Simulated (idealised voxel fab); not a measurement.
process module | voxel wiring stack
cross-section cut | 235 nm wide | cells 5 nm
A cross-section is a grid of square cells, given in bands from the top down. A band is one or more rows of cells.
Each band's line starts with the height of the band's top and of its bottom, in nm. Then come its materials from left to right, each with its width in nm. One material with "throughout" fills the band from edge to edge. "air" is empty space.
Height 0 is the level under which the wafer as received is all one material. The lowest band goes on downwards, as in "0 down".
A width such as "30 to 40" changes by the same amount from each row of cells to the next, from the band's top row to its bottom row.
"no change" after a step means that no cell of the cross-section changed.
closed voids: empty space of 8 cells or more with no open way to the top, each as width x height at its distance from the left edge, in nm
after a step's settings: what the simulator itself notes on the step
overlay nm, on a step with a mask: how far to the right of its planned place the mask lay; to the left if negative
plan
1 op RECEIVE | material Si
2 op CONFORMAL_DEP | material SiO2 | thk nm 10
3 op CONFORMAL_DEP | material SiCN | thk nm 5
4 op DIRECTIONAL_DEP | material lowk | thk nm 15
5 op DIRECTIONAL_DEP | material aC | thk nm 15
6 op PATTERN | tone open | mask id METAL_1 | material resist | width nm 25 | pitch nm 50 | thk nm 30 | overlay nm 0
7 op DIRECTIONAL_ETCH | etch materials aC | depth nm 15
8 op STRIP | etch materials resist
9 op DIRECTIONAL_ETCH | etch materials lowk | depth nm 15
10 op DIRECTIONAL_ETCH | etch materials SiCN | depth nm 5
11 op STRIP | etch materials aC
12 op CONFORMAL_DEP | material TiN | thk nm 5
13 op FILL_DEP | material Cu | thk nm 10
14 op CMP | height nm 30
15 op CONFORMAL_DEP | material SiCN | thk nm 5
16 op DIRECTIONAL_DEP | material lowk | thk nm 15
17 op DIRECTIONAL_DEP | material aC | thk nm 10
18 op PATTERN | tone open | mask id PLUG_1 | material resist | width nm 15 | pitch nm 50 | thk nm 30 | overlay nm 0
19 op DIRECTIONAL_ETCH | etch materials aC | depth nm 10
20 op STRIP | etch materials resist
21 op DIRECTIONAL_ETCH | etch materials lowk | depth nm 15
22 op DIRECTIONAL_ETCH | etch materials SiCN | depth nm 5
23 op STRIP | etch materials aC
24 op CONFORMAL_DEP | material TiN | thk nm 5
25 op FILL_DEP | material Cu | thk nm 5
26 op CMP | height nm 50
27 op CONFORMAL_DEP | material SiCN | thk nm 5
28 op DIRECTIONAL_DEP | material SiO2 | thk nm 20
29 op PATTERN | tone open | mask id METAL_2 | material resist | width nm 25 | pitch nm 50 | thk nm 20 | overlay nm 0
30 op DIRECTIONAL_ETCH | etch materials SiO2 | depth nm 20
31 op DIRECTIONAL_ETCH | etch materials SiCN | depth nm 5
32 op STRIP | etch materials resist
33 op CONFORMAL_DEP | material TiN | thk nm 5
34 op FILL_DEP | material W | thk nm 10
35 op CMP | height nm 75
36 op CONFORMAL_DEP | material SiCN | thk nm 5
37 op DIRECTIONAL_DEP | material SiO2 | thk nm 25
38 op DIRECTIONAL_DEP | material aC | thk nm 15
39 op PATTERN | tone open | mask id METAL_3 | material resist | width nm 25 | pitch nm 50 | thk nm 35 | overlay nm 0
40 op DIRECTIONAL_ETCH | etch materials aC | depth nm 15
41 op STRIP | etch materials resist
42 op DIRECTIONAL_ETCH | etch materials SiO2 | depth nm 15
43 op STRIP | etch materials aC
44 op PATTERN | tone open | mask id METAL_3_HOLES | material resist | width nm 15 | pitch nm 50 | thk nm 15 | overlay nm 0
45 op DIRECTIONAL_ETCH | etch materials SiO2 | depth nm 10
46 op DIRECTIONAL_ETCH | etch materials SiCN | depth nm 5
47 op STRIP | etch materials resist
48 op CONFORMAL_DEP | material TiN | thk nm 5
49 op FILL_DEP | material Ru | thk nm 10
50 op CMP | height nm 105
51 op CONFORMAL_DEP | material SiCN | thk nm 5
first wafer, as planned
as received, after step 1
  0 down: Si throughout
  closed voids: none
after step 2
  10 to 0: SiO2 throughout
  below 0: unchanged
after step 3
  15 to 10: SiCN throughout
  below 10: unchanged
after step 4
  30 to 15: lowk throughout
  below 15: unchanged
after step 5
  45 to 30: aC throughout
  below 30: unchanged
after step 6
  75 to 45: resist 80 | air 25 | resist 25 | air 25 | resist 80
  below 45: unchanged
after step 7
  60 to 45: resist 80 | air 25 | resist 25 | air 25 | resist 80
  45 to 30: aC 80 | air 25 | aC 25 | air 25 | aC 80
  below 30: unchanged
after step 8
  45 to 30: aC 80 | air 25 | aC 25 | air 25 | aC 80
  below 30: unchanged
after step 9
  45 to 30: aC 80 | air 25 | aC 25 | air 25 | aC 80
  30 to 15: lowk 80 | air 25 | lowk 25 | air 25 | lowk 80
  below 15: unchanged
after step 10
  45 to 30: aC 80 | air 25 | aC 25 | air 25 | aC 80
  30 to 15: lowk 80 | air 25 | lowk 25 | air 25 | lowk 80
  15 to 10: SiCN 80 | air 25 | SiCN 25 | air 25 | SiCN 80
  below 10: unchanged
after step 11
  30 to 15: lowk 80 | air 25 | lowk 25 | air 25 | lowk 80
  below 15: unchanged
after step 12
  35 to 30: TiN 85 | air 15 | TiN 35 | air 15 | TiN 85
  30 to 15: lowk 80 | TiN 5 | air 15 | TiN 5 | lowk 25 | TiN 5 | air 15 | TiN 5 | lowk 80
  15 to 10: SiCN 80 | TiN 25 | SiCN 25 | TiN 25 | SiCN 80
  below 10: unchanged
after step 13
  45 to 35: Cu throughout
  35 to 30: TiN 85 | Cu 15 | TiN 35 | Cu 15 | TiN 85
  30 to 15: lowk 80 | TiN 5 | Cu 15 | TiN 5 | lowk 25 | TiN 5 | Cu 15 | TiN 5 | lowk 80
  below 15: unchanged
after step 14
  30 to 15: lowk 80 | TiN 5 | Cu 15 | TiN 5 | lowk 25 | TiN 5 | Cu 15 | TiN 5 | lowk 80
  below 15: unchanged
after step 15
  35 to 30: SiCN throughout
  below 30: unchanged
after step 16
  50 to 35: lowk throughout
  below 35: unchanged
after step 17
  60 to 50: aC throughout
  below 50: unchanged
after step 18
  90 to 60: resist 80 | air 15 | resist 35 | air 15 | resist 90
  below 60: unchanged
after step 19
  80 to 60: resist 80 | air 15 | resist 35 | air 15 | resist 90
  60 to 50: aC 80 | air 15 | aC 35 | air 15 | aC 90
  below 50: unchanged
after step 20
  60 to 50: aC 80 | air 15 | aC 35 | air 15 | aC 90
  below 50: unchanged
after step 21
  60 to 50: aC 80 | air 15 | aC 35 | air 15 | aC 90
  50 to 35: lowk 80 | air 15 | lowk 35 | air 15 | lowk 90
  below 35: unchanged
after step 22
  60 to 50: aC 80 | air 15 | aC 35 | air 15 | aC 90
  50 to 35: lowk 80 | air 15 | lowk 35 | air 15 | lowk 90
  35 to 30: SiCN 80 | air 15 | SiCN 35 | air 15 | SiCN 90
  below 30: unchanged
after step 23
  50 to 35: lowk 80 | air 15 | lowk 35 | air 15 | lowk 90
  below 35: unchanged
after step 24
  55 to 50: TiN 85 | air 5 | TiN 45 | air 5 | TiN 95
  50 to 35: lowk 80 | TiN 5 | air 5 | TiN 5 | lowk 35 | TiN 5 | air 5 | TiN 5 | lowk 90
  35 to 30: SiCN 80 | TiN 15 | SiCN 35 | TiN 15 | SiCN 90
  below 30: unchanged
after step 25
  60 to 55: Cu throughout
  55 to 50: TiN 85 | Cu 5 | TiN 45 | Cu 5 | TiN 95
  50 to 35: lowk 80 | TiN 5 | Cu 5 | TiN 5 | lowk 35 | TiN 5 | Cu 5 | TiN 5 | lowk 90
  below 35: unchanged
after step 26
  50 to 35: lowk 80 | TiN 5 | Cu 5 | TiN 5 | lowk 35 | TiN 5 | Cu 5 | TiN 5 | lowk 90
  below 35: unchanged
after step 27
  55 to 50: SiCN throughout
  below 50: unchanged
after step 28
  75 to 55: SiO2 throughout
  below 55: unchanged
after step 29
  95 to 75: resist 80 | air 25 | resist 25 | air 25 | resist 80
  below 75: unchanged
after step 30
  95 to 75: resist 80 | air 25 | resist 25 | air 25 | resist 80
  75 to 55: SiO2 80 | air 25 | SiO2 25 | air 25 | SiO2 80
  below 55: unchanged
after step 31
  95 to 75: resist 80 | air 25 | resist 25 | air 25 | resist 80
  75 to 55: SiO2 80 | air 25 | SiO2 25 | air 25 | SiO2 80
  55 to 50: SiCN 80 | air 25 | SiCN 25 | air 25 | SiCN 80
  below 50: unchanged
after step 32
  75 to 55: SiO2 80 | air 25 | SiO2 25 | air 25 | SiO2 80
  below 55: unchanged
after step 33
  80 to 75: TiN 85 | air 15 | TiN 35 | air 15 | TiN 85
  75 to 55: SiO2 80 | TiN 5 | air 15 | TiN 5 | SiO2 25 | TiN 5 | air 15 | TiN 5 | SiO2 80
  55 to 50: SiCN 80 | TiN 25 | SiCN 25 | TiN 25 | SiCN 80
  below 50: unchanged
after step 34
  90 to 80: W throughout
  80 to 75: TiN 85 | W 15 | TiN 35 | W 15 | TiN 85
  75 to 55: SiO2 80 | TiN 5 | W 15 | TiN 5 | SiO2 25 | TiN 5 | W 15 | TiN 5 | SiO2 80
  below 55: unchanged
after step 35
  75 to 55: SiO2 80 | TiN 5 | W 15 | TiN 5 | SiO2 25 | TiN 5 | W 15 | TiN 5 | SiO2 80
  below 55: unchanged
after step 36
  80 to 75: SiCN throughout
  below 75: unchanged
after step 37
  105 to 80: SiO2 throughout
  below 80: unchanged
after step 38
  120 to 105: aC throughout
  below 105: unchanged
after step 39
  155 to 120: resist 80 | air 25 | resist 25 | air 25 | resist 80
  below 120: unchanged
after step 40
  140 to 120: resist 80 | air 25 | resist 25 | air 25 | resist 80
  120 to 105: aC 80 | air 25 | aC 25 | air 25 | aC 80
  below 105: unchanged
after step 41
  120 to 105: aC 80 | air 25 | aC 25 | air 25 | aC 80
  below 105: unchanged
after step 42
  120 to 105: aC 80 | air 25 | aC 25 | air 25 | aC 80
  105 to 90: SiO2 80 | air 25 | SiO2 25 | air 25 | SiO2 80
  below 90: unchanged
after step 43
  105 to 90: SiO2 80 | air 25 | SiO2 25 | air 25 | SiO2 80
  below 90: unchanged
after step 44
  120 to 105: resist 80 | air 15 | resist 35 | air 15 | resist 90
  105 to 90: SiO2 80 | air 15 | resist 10 | SiO2 25 | air 15 | resist 10 | SiO2 80
  below 90: unchanged
after step 45
  120 to 105: resist 80 | air 15 | resist 35 | air 15 | resist 90
  105 to 90: SiO2 80 | air 15 | resist 10 | SiO2 25 | air 15 | resist 10 | SiO2 80
  90 to 80: SiO2 80 | air 15 | SiO2 35 | air 15 | SiO2 90
  below 80: unchanged
after step 46
  120 to 105: resist 80 | air 15 | resist 35 | air 15 | resist 90
  105 to 90: SiO2 80 | air 15 | resist 10 | SiO2 25 | air 15 | resist 10 | SiO2 80
  90 to 80: SiO2 80 | air 15 | SiO2 35 | air 15 | SiO2 90
  80 to 75: SiCN 80 | air 15 | SiCN 35 | air 15 | SiCN 90
  below 75: unchanged
after step 47
  105 to 90: SiO2 80 | air 25 | SiO2 25 | air 25 | SiO2 80
  below 90: unchanged
after step 48
  110 to 105: TiN 85 | air 15 | TiN 35 | air 15 | TiN 85
  105 to 95: SiO2 80 | TiN 5 | air 15 | TiN 5 | SiO2 25 | TiN 5 | air 15 | TiN 5 | SiO2 80
  95 to 90: SiO2 80 | TiN 5 | air 5 | TiN 15 | SiO2 25 | TiN 5 | air 5 | TiN 15 | SiO2 80
  90 to 80: SiO2 80 | TiN 5 | air 5 | TiN 5 | SiO2 35 | TiN 5 | air 5 | TiN 5 | SiO2 90
  80 to 75: SiCN 80 | TiN 15 | SiCN 35 | TiN 15 | SiCN 90
  below 75: unchanged
after step 49
  120 to 110: Ru throughout
  110 to 105: TiN 85 | Ru 15 | TiN 35 | Ru 15 | TiN 85
  105 to 95: SiO2 80 | TiN 5 | Ru 15 | TiN 5 | SiO2 25 | TiN 5 | Ru 15 | TiN 5 | SiO2 80
  95 to 90: SiO2 80 | TiN 5 | Ru 5 | TiN 15 | SiO2 25 | TiN 5 | Ru 5 | TiN 15 | SiO2 80
  90 to 80: SiO2 80 | TiN 5 | Ru 5 | TiN 5 | SiO2 35 | TiN 5 | Ru 5 | TiN 5 | SiO2 90
  below 80: unchanged
after step 50
  105 to 95: SiO2 80 | TiN 5 | Ru 15 | TiN 5 | SiO2 25 | TiN 5 | Ru 15 | TiN 5 | SiO2 80
  below 95: unchanged
after step 51
  110 to 105: SiCN throughout
  below 105: unchanged
second wafer: like start, like plan, one mistake. Through step 43 it matches the first wafer
when step 44 should have ended
  120 to 105: air 80 | resist 15 | air 35 | resist 15 | air 90
  105 to 90: SiO2 80 | resist 15 | air 10 | SiO2 25 | resist 15 | air 10 | SiO2 80
  below 90: unchanged
when step 45 should have ended
  120 to 95: air 80 | resist 15 | air 35 | resist 15 | air 90
  95 to 90: SiO2 80 | resist 15 | air 10 | SiO2 25 | resist 15 | air 10 | SiO2 80
  90 to 80: SiO2 95 | air 10 | SiO2 40 | air 10 | SiO2 80
  below 80: unchanged
when step 46 should have ended
  120 to 95: air 80 | resist 15 | air 35 | resist 15 | air 90
  95 to 90: SiO2 80 | resist 15 | air 10 | SiO2 25 | resist 15 | air 10 | SiO2 80
  90 to 80: SiO2 95 | air 10 | SiO2 40 | air 10 | SiO2 80
  80 to 75: SiCN 95 | air 10 | SiCN 40 | air 10 | SiCN 80
  below 75: unchanged
when step 47 should have ended
  95 to 90: SiO2 80 | air 25 | SiO2 25 | air 25 | SiO2 80
  below 90: unchanged
when step 48 should have ended
  100 to 95: TiN 85 | air 15 | TiN 35 | air 15 | TiN 85
  95 to 90: SiO2 80 | TiN 25 | SiO2 25 | TiN 25 | SiO2 80
  90 to 80: SiO2 95 | TiN 10 | SiO2 40 | TiN 10 | SiO2 80
  80 to 75: SiCN 95 | TiN 10 | SiCN 40 | TiN 10 | SiCN 80
  below 75: unchanged
when step 49 should have ended
  110 to 100: Ru throughout
  100 to 95: TiN 85 | Ru 15 | TiN 35 | Ru 15 | TiN 85
  below 95: unchanged
when step 50 should have ended
  105 to 100: Ru throughout
  below 100: unchanged
when step 51 should have ended
  110 to 105: SiCN throughout
  below 105: unchanged
what went wrong: step 44 ran as: op PATTERN | tone cover | mask id METAL_3_HOLES | material resist | width nm 15 | pitch nm 50 | thk nm 15 | overlay nm 0
at the end the second wafer has, in cells: 35 more of Ru | 2 more of SiCN | 70 fewer of SiO2 | 33 more of TiN
